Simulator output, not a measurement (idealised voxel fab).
process module | voxel capacitor over wiring
cross-section cut | 280 nm wide | cells 5 nm
A cross-section is a grid of square cells, given in bands from the top down. A band is one or more rows of cells.
Each band's line starts with the height of the band's top and of its bottom, in nm. Then come its materials from left to right, each with its width in nm. One material with "throughout" fills the band from edge to edge. "air" is empty space.
Height 0 is the level under which the wafer as received is all one material. The lowest band goes on downwards, as in "0 down".
A width such as "30 to 40" changes by the same amount from each row of cells to the next, from the band's top row to its bottom row.
"no change" after a step means that no cell of the cross-section changed.
closed voids: empty space of 8 cells or more with no open way to the top, each as width x height at its distance from the left edge, in nm
after a step's settings: what the simulator itself notes on the step
overlay nm, on a step with a mask: how far to the right of its planned place the mask lay; to the left if negative
plan
1 op RECEIVE | material Si
2 op CONFORMAL_DEP | material SiO2 | thk nm 15
3 op DIRECTIONAL_DEP | material TiN | thk nm 5
4 op DIRECTIONAL_DEP | material W | thk nm 20
5 op DIRECTIONAL_DEP | material aC | thk nm 10
6 op PATTERN | tone cover | mask id METAL_1 | material resist | width nm 30 | pitch nm 100 | thk nm 30 | overlay nm 0
7 op DIRECTIONAL_ETCH | etch materials aC | depth nm 10
8 op STRIP | etch materials resist
9 op DIRECTIONAL_ETCH | etch materials W | depth nm 20
10 op DIRECTIONAL_ETCH | etch materials TiN | depth nm 5
11 op STRIP | etch materials aC
12 op FILL_DEP | material SiO2 | thk nm 5
13 op CMP | height nm 40
14 op CONFORMAL_DEP | material SiCN | thk nm 5
15 op DIRECTIONAL_DEP | material SiO2 | thk nm 20
16 op PATTERN | tone open | mask id PLUG_1 | material resist | width nm 15 | thk nm 15 | overlay nm 0
17 op DIRECTIONAL_ETCH | etch materials SiO2 | depth nm 20
18 op DIRECTIONAL_ETCH | etch materials SiCN | depth nm 5
19 op STRIP | etch materials resist
20 op CONFORMAL_DEP | material TiN | thk nm 5
21 op FILL_DEP | material Cu | thk nm 5
22 op CMP | height nm 65
23 op DIRECTIONAL_DEP | material TiN | thk nm 10
24 op DIRECTIONAL_DEP | material HfO2 | thk nm 5
25 op DIRECTIONAL_DEP | material TiN | thk nm 5
26 op DIRECTIONAL_DEP | material aC | thk nm 15
27 op PATTERN | tone cover | mask id UPPER_PLATE | material resist | width nm 75 | thk nm 30 | overlay nm 0
28 op DIRECTIONAL_ETCH | etch materials aC | depth nm 15
29 op STRIP | etch materials resist
30 op DIRECTIONAL_ETCH | etch materials TiN | depth nm 5
31 op DIRECTIONAL_ETCH | etch materials HfO2 | depth nm 5
32 op STRIP | etch materials aC
33 op MASKED_ETCH | tone cover | mask id LOWER_PLATE | width nm 85 | etch materials TiN | depth nm 10 | overlay nm 0
34 op FILL_DEP | material SiO2 | thk nm 20
35 op CMP | height nm 100
36 op DIRECTIONAL_DEP | material aC | thk nm 15
37 op PATTERN | tone open | mask id PLUG_2 | material resist | width nm 15 | thk nm 35 | overlay nm 0
38 op DIRECTIONAL_ETCH | etch materials aC | depth nm 15
39 op STRIP | etch materials resist
40 op DIRECTIONAL_ETCH | etch materials SiO2 | depth nm 15
41 op STRIP | etch materials aC
42 op CONFORMAL_DEP | material TiN | thk nm 5
43 op FILL_DEP | material Ru | thk nm 10
44 op CMP | height nm 100
45 op CONFORMAL_DEP | material SiCN | thk nm 5
as received, after step 1
  0 down: Si throughout
  closed voids: none
first wafer at the end, as planned
  105 to 100: SiCN throughout
  100 to 90: SiO2 100 | TiN 5 | Ru 5 | TiN 5 | SiO2 165
  90 to 80: SiO2 100 to 90 | TiN 15 to 75 | SiO2 165 to 115
  80 to 75: SiO2 90 | HfO2 75 | SiO2 115
  75 to 65: SiO2 85 | TiN 85 | SiO2 110
  65 to 45: SiO2 90 | TiN 5 | Cu 5 | TiN 5 | SiO2 175
  45 to 40: SiCN 90 | TiN 15 | SiCN 175
  40 to 20: SiO2 75 | W 30 | SiO2 70 | W 30 | SiO2 75
  20 to 15: SiO2 75 | TiN 30 | SiO2 70 | TiN 30 | SiO2 75
  15 to 0: SiO2 throughout
  0 down: Si throughout
  closed voids: none
second wafer at the end: like start, like plan, one mistake
  105 to 100: SiCN throughout
  100 to 90: SiO2 100 | TiN 5 | Ru 5 | TiN 5 | SiO2 165
  90 to 80: SiO2 100 to 90 | TiN 15 to 75 | SiO2 165 to 115
  80 to 75: SiO2 90 | HfO2 75 | SiO2 115
  75 to 65: SiO2 85 | TiN 85 | SiO2 110
  65 to 45: SiO2 90 | TiN 5 | Cu 5 | TiN 5 | SiO2 175
  45 to 40: SiCN 90 | TiN 15 | SiCN 175
  40 to 35: SiO2 75 | W 30 | SiO2 70 | W 30 | SiO2 75
  35 to 30: SiO2 75 | TiN 30 | SiO2 70 | TiN 30 | SiO2 75
  30 to 0: SiO2 throughout
  0 down: Si throughout
  closed voids: none
what went wrong: step 2 was run twice
at the end the second wafer has, in cells: 36 more of SiO2 | 36 fewer of W
